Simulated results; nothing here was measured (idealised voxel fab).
A process module follows: voxel ribs on slabs.
We display cut, a cross-section 260 nm in width whose square cells are each 5 nm.
A cross-section in this document is a grid of square cells, and it is written down as bands, the top band listed before the ones below it; a band is made up of one or more rows of cells. For a band, the entry starts with two heights in nm, that of the top and then that of the bottom, and carries on with the band's materials in order from left to right, each alongside its width in nm; the word "all across" beside a single material means it fills the band edge to edge, and "air" means empty space. Height is counted from the level 0, under which the received wafer is composed throughout of one material. The lowest of the bands is not closed at the bottom but continues downward, in the notation "z 0 and below". With a width like "30->40", each row of cells in the band differs from the next by the same amount, the top row carrying the first number and the bottom row the second. Basically "nothing different" means that step didn't change any cell in the cross-section. "Cavities, sealed": sealed empty spaces, 8 cells or more, no open way to top, listed width x height at distance, with distance from the left edge and width, height and distance in nm. after a step's settings: what the simulator itself notes on the step. "overlay nm" answers the question of how far to the right of plan the mask lay on a step that has a mask, and when it is negative the answer is to the left.

## Intended process steps
1 RECEIVE (material Si)
2 DIRECTIONAL_DEP (material SiO2; thk nm 20)
3 DIRECTIONAL_DEP (material polySi; thk nm 15)
4 DIRECTIONAL_DEP (material aC; thk nm 15)
5 PATTERN (tone cover; mask id RIB; material resist; width nm 20; thk nm 30; overlay nm 0)
6 DIRECTIONAL_ETCH (etch materials aC; depth nm 15)
7 STRIP (etch materials resist)
8 DIRECTIONAL_ETCH (etch materials polySi; depth nm 5)
9 STRIP (etch materials aC)
10 DIRECTIONAL_DEP (material aC; thk nm 15)
11 PATTERN (tone cover; mask id SLAB; material resist; width nm 60; thk nm 30; overlay nm 0)
12 DIRECTIONAL_ETCH (etch materials aC; depth nm 15)
13 STRIP (etch materials resist)
14 DIRECTIONAL_ETCH (etch materials polySi; depth nm 10)
15 STRIP (etch materials aC)
16 FILL_DEP (material SiO2; thk nm 25)
17 CMP (height nm 55)
18 DIRECTIONAL_DEP (material W; thk nm 10)
19 MASKED_ETCH (tone cover; mask id HEATER; width nm 30; etch materials W; depth nm 10; overlay nm 0)
20 CONFORMAL_DEP (material SiO2; thk nm 5)

## Cross-section: wafer on arrival = after step 1
    z 0 and below | Si all across
    Cavities, sealed: none

## Cross-section, first of two wafers, end of module, run as planned
    z 70 to 65 | air 110 nm | SiO2 40 nm | air 110 nm
    z 65 to 60 | air 110 nm | SiO2 5 nm | W 30 nm | SiO2 5 nm | air 110 nm
    z 60 to 55 | SiO2 115 nm | W 30 nm | SiO2 115 nm
    z 55 to 35 | SiO2 all across
    z 35 to 30 | SiO2 120 nm | polySi 20 nm | SiO2 120 nm
    z 30 to 20 | SiO2 100 nm | polySi 60 nm | SiO2 100 nm
    z 20 to 0 | SiO2 all across
    z 0 and below | Si all across
    Cavities, sealed: none

## Presented here is a cross-section of the second of the two wafers as it stood at the end of the module. It was started in the same manner and assigned the same plan as the first wafer; however, one mistake was made in its execution
    z 70 to 65 | air 110 nm | SiO2 40 nm | air 110 nm
    z 65 to 60 | air 110 nm | SiO2 5 nm | W 30 nm | SiO2 5 nm | air 110 nm
    z 60 to 55 | SiO2 115 nm | W 30 nm | SiO2 115 nm
    z 55 to 35 | SiO2 all across
    z 35 to 30 | SiO2 120 nm | polySi 25 nm | SiO2 115 nm
    z 30 to 20 | SiO2 100 nm | polySi 60 nm | SiO2 100 nm
    z 20 to 0 | SiO2 all across
    z 0 and below | Si all across
    Cavities, sealed: none
The mistake made against the process plan was this: in deviation from the planned setting, step 5 was conducted as PATTERN (tone cover; mask id RIB; material resist; width nm 25; thk nm 30; overlay nm 0)
Materials where the second wafer ends with more or fewer cells than the first: 1 fewer of SiO2; 1 more of polySi
